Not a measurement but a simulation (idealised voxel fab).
A process module follows: voxel quadruple lines.
The width of the displayed cross-section, cut, is 225 nm; its cells are square, with a size of 5 nm.
Cross-section = grid of square cells, listed top down in bands; band = one or more rows.
In this notation a band is specified by the heights of its top and bottom, in that order and in nm, after which its materials appear from left to right, each paired with its width in nm. The word "edge to edge" attached to a single material means that material fills the band from edge to edge; the word "air" stands for empty space.
Note: height 0 marks the level under which the wafer is uniformly one material as received. Lowest band unbounded below, written "0 and below".
Think of "30->40" as a width that walks from the first number to the second as you go down the band, top row to bottom row, taking equal-sized steps from row to row.
No cell of the cross-section changed in a step that is given as "same as before".
Entry "Sealed void inventory" = empty spaces >= 8 cells with no open way to the top; each as width x height at distance, distance from left edge, all nm.
Note: text after step settings on the step line = simulator remark on that step.
For masked steps, "overlay nm" on the step line gives how far right of plan the mask actually lay; a minus sign means it lay to the left.
These are the steps we planned for the process
| 1 | RECEIVE [material Si] |
| 2 | CONFORMAL_DEP [material SiO2] [thk nm 5] |
| 3 | DIRECTIONAL_DEP [material W] [thk nm 10] |
| 4 | DIRECTIONAL_DEP [material polySi] [thk nm 15] |
| 5 | DIRECTIONAL_DEP [material aC] [thk nm 20] |
| 6 | PATTERN [tone cover] [mask id MANDREL] [material resist] [width nm 20] [thk nm 30] [overlay nm 0] |
| 7 | DIRECTIONAL_ETCH [etch materials aC] [depth nm 20] |
| 8 | STRIP [etch materials resist] |
| 9 | CONFORMAL_DEP [material SiO2] [thk nm 10] |
| 10 | DIRECTIONAL_ETCH [etch materials SiO2] [depth nm 10] |
| 11 | STRIP [etch materials aC] |
| 12 | DIRECTIONAL_ETCH [etch materials polySi] [depth nm 15] |
| 13 | STRIP [etch materials SiO2] |
| 14 | CONFORMAL_DEP [material SiCN] [thk nm 5] |
| 15 | DIRECTIONAL_ETCH [etch materials SiCN] [depth nm 5] |
| 16 | STRIP [etch materials polySi] |
| 17 | DIRECTIONAL_ETCH [etch materials W] [depth nm 10] |
| 18 | STRIP [etch materials SiCN] |
| 19 | FILL_DEP [material SiO2] [thk nm 10] |
| 20 | CMP [height nm 15] |
The first of a set of two wafers, run to plan
As-received state of the wafer in cross-section, equivalent to post-step 1
0 and below: Si edge to edge
Sealed void inventory: none
Wafer section view after processing step 2
5 down to 0: SiO2 edge to edge
Nothing below the height 0 has changed.
Wafer section view after processing step 3
15 down to 5: W edge to edge
Nothing below the height 5 has changed.
Wafer section view after processing step 4
30 down to 15: polySi edge to edge
Nothing below the height 15 has changed.
Wafer section view after processing step 5
50 down to 30: aC edge to edge
Nothing below the height 30 has changed.
Wafer section view after processing step 6
80 down to 50: air: 100 / resist: 20 / air: 105
Nothing below the height 50 has changed.
Wafer section view after processing step 7
60 down to 50: air: 100 / resist: 20 / air: 105
50 down to 30: air: 100 / aC: 20 / air: 105
Nothing below the height 30 has changed.
Wafer section view after processing step 8
50 down to 30: air: 100 / aC: 20 / air: 105
Nothing below the height 30 has changed.
Wafer section view after processing step 9
60 down to 50: air: 90 / SiO2: 40 / air: 95
50 down to 40: air: 90 / SiO2: 10 / aC: 20 / SiO2: 10 / air: 95
40 down to 30: SiO2: 100 / aC: 20 / SiO2: 105
Nothing below the height 30 has changed.
Wafer section view after processing step 10
50 down to 30: air: 90 / SiO2: 10 / aC: 20 / SiO2: 10 / air: 95
Nothing below the height 30 has changed.
Wafer section view after processing step 11
50 down to 30: air: 90 / SiO2: 10 / air: 20 / SiO2: 10 / air: 95
Nothing below the height 30 has changed.
Wafer section view after processing step 12
50 down to 30: air: 90 / SiO2: 10 / air: 20 / SiO2: 10 / air: 95
30 down to 15: air: 90 / polySi: 10 / air: 20 / polySi: 10 / air: 95
Nothing below the height 15 has changed.
Wafer section view after processing step 13
30 down to 15: air: 90 / polySi: 10 / air: 20 / polySi: 10 / air: 95
Nothing below the height 15 has changed.
Wafer section view after processing step 14
35 down to 30: air: 85 / SiCN: 20 / air: 10 / SiCN: 20 / air: 90
30 down to 20: air: 85 / SiCN: 5 / polySi: 10 / SiCN: 5 / air: 10 / SiCN: 5 / polySi: 10 / SiCN: 5 / air: 90
20 down to 15: SiCN: 90 / polySi: 10 / SiCN: 20 / polySi: 10 / SiCN: 95
Nothing below the height 15 has changed.
Wafer section view after processing step 15
30 down to 15: air: 85 / SiCN: 5 / polySi: 10 / SiCN: 5 / air: 10 / SiCN: 5 / polySi: 10 / SiCN: 5 / air: 90
Nothing below the height 15 has changed.
Wafer section view after processing step 16
30 down to 15: air: 85 / SiCN: 5 / air: 10 / SiCN: 5 / air: 10 / SiCN: 5 / air: 10 / SiCN: 5 / air: 90
Nothing below the height 15 has changed.
Wafer section view after processing step 17
30 down to 15: air: 85 / SiCN: 5 / air: 10 / SiCN: 5 / air: 10 / SiCN: 5 / air: 10 / SiCN: 5 / air: 90
15 down to 5: air: 85 / W: 5 / air: 10 / W: 5 / air: 10 / W: 5 / air: 10 / W: 5 / air: 90
Nothing below the height 5 has changed.
Wafer section view after processing step 18
15 down to 5: air: 85 / W: 5 / air: 10 / W: 5 / air: 10 / W: 5 / air: 10 / W: 5 / air: 90
Nothing below the height 5 has changed.
Wafer section view after processing step 19
25 down to 15: SiO2 edge to edge
15 down to 5: SiO2: 85 / W: 5 / SiO2: 10 / W: 5 / SiO2: 10 / W: 5 / SiO2: 10 / W: 5 / SiO2: 90
Nothing below the height 5 has changed.
Wafer section view after processing step 20
15 down to 5: SiO2: 85 / W: 5 / SiO2: 10 / W: 5 / SiO2: 10 / W: 5 / SiO2: 10 / W: 5 / SiO2: 90
Nothing below the height 5 has changed.
The second wafer was prepared from the same starting point and under the same plan as the first; its processing contained one mistake, and it remains indistinguishable from the first wafer up to and including step 5
Cross-section: second wafer, time at which step 6 was scheduled to end
80 down to 50: air: 95 / resist: 30 / air: 100
Nothing below the height 50 has changed.
Cross-section: second wafer, time at which step 7 was scheduled to end
60 down to 50: air: 95 / resist: 30 / air: 100
50 down to 30: air: 95 / aC: 30 / air: 100
Nothing below the height 30 has changed.
Cross-section: second wafer, time at which step 8 was scheduled to end
50 down to 30: air: 95 / aC: 30 / air: 100
Nothing below the height 30 has changed.
Cross-section: second wafer, time at which step 9 was scheduled to end
60 down to 50: air: 85 / SiO2: 50 / air: 90
50 down to 40: air: 85 / SiO2: 10 / aC: 30 / SiO2: 10 / air: 90
40 down to 30: SiO2: 95 / aC: 30 / SiO2: 100
Nothing below the height 30 has changed.
Cross-section: second wafer, time at which step 10 was scheduled to end
50 down to 30: air: 85 / SiO2: 10 / aC: 30 / SiO2: 10 / air: 90
Nothing below the height 30 has changed.
Cross-section: second wafer, time at which step 11 was scheduled to end
50 down to 30: air: 85 / SiO2: 10 / air: 30 / SiO2: 10 / air: 90
Nothing below the height 30 has changed.
Cross-section: second wafer, time at which step 12 was scheduled to end
50 down to 30: air: 85 / SiO2: 10 / air: 30 / SiO2: 10 / air: 90
30 down to 15: air: 85 / polySi: 10 / air: 30 / polySi: 10 / air: 90
Nothing below the height 15 has changed.
Cross-section: second wafer, time at which step 13 was scheduled to end
30 down to 15: air: 85 / polySi: 10 / air: 30 / polySi: 10 / air: 90
Nothing below the height 15 has changed.
Cross-section: second wafer, time at which step 14 was scheduled to end
35 down to 30: air: 80 / SiCN: 20 / air: 20 / SiCN: 20 / air: 85
30 down to 20: air: 80 / SiCN: 5 / polySi: 10 / SiCN: 5 / air: 20 / SiCN: 5 / polySi: 10 / SiCN: 5 / air: 85
20 down to 15: SiCN: 85 / polySi: 10 / SiCN: 30 / polySi: 10 / SiCN: 90
Nothing below the height 15 has changed.
Cross-section: second wafer, time at which step 15 was scheduled to end
30 down to 15: air: 80 / SiCN: 5 / polySi: 10 / SiCN: 5 / air: 20 / SiCN: 5 / polySi: 10 / SiCN: 5 / air: 85
Nothing below the height 15 has changed.
Cross-section: second wafer, time at which step 16 was scheduled to end
30 down to 15: air: 80 / SiCN: 5 / air: 10 / SiCN: 5 / air: 20 / SiCN: 5 / air: 10 / SiCN: 5 / air: 85
Nothing below the height 15 has changed.
Cross-section: second wafer, time at which step 17 was scheduled to end
30 down to 15: air: 80 / SiCN: 5 / air: 10 / SiCN: 5 / air: 20 / SiCN: 5 / air: 10 / SiCN: 5 / air: 85
15 down to 5: air: 80 / W: 5 / air: 10 / W: 5 / air: 20 / W: 5 / air: 10 / W: 5 / air: 85
Nothing below the height 5 has changed.
Cross-section: second wafer, time at which step 18 was scheduled to end
15 down to 5: air: 80 / W: 5 / air: 10 / W: 5 / air: 20 / W: 5 / air: 10 / W: 5 / air: 85
Nothing below the height 5 has changed.
Cross-section: second wafer, time at which step 19 was scheduled to end
25 down to 15: SiO2 edge to edge
15 down to 5: SiO2: 80 / W: 5 / SiO2: 10 / W: 5 / SiO2: 20 / W: 5 / SiO2: 10 / W: 5 / SiO2: 85
Nothing below the height 5 has changed.
Cross-section: second wafer, time at which step 20 was scheduled to end
15 down to 5: SiO2: 80 / W: 5 / SiO2: 10 / W: 5 / SiO2: 20 / W: 5 / SiO2: 10 / W: 5 / SiO2: 85
Nothing below the height 5 has changed.
What was done differently from what was planned? off-plan run, step 6, actual operation and settings PATTERN [tone cover] [mask id MANDREL] [material resist] [width nm 30] [thk nm 30] [overlay nm 0]
So at the finish, the second wafer's got exactly as many cells of each material as the first, just not in the same spots.
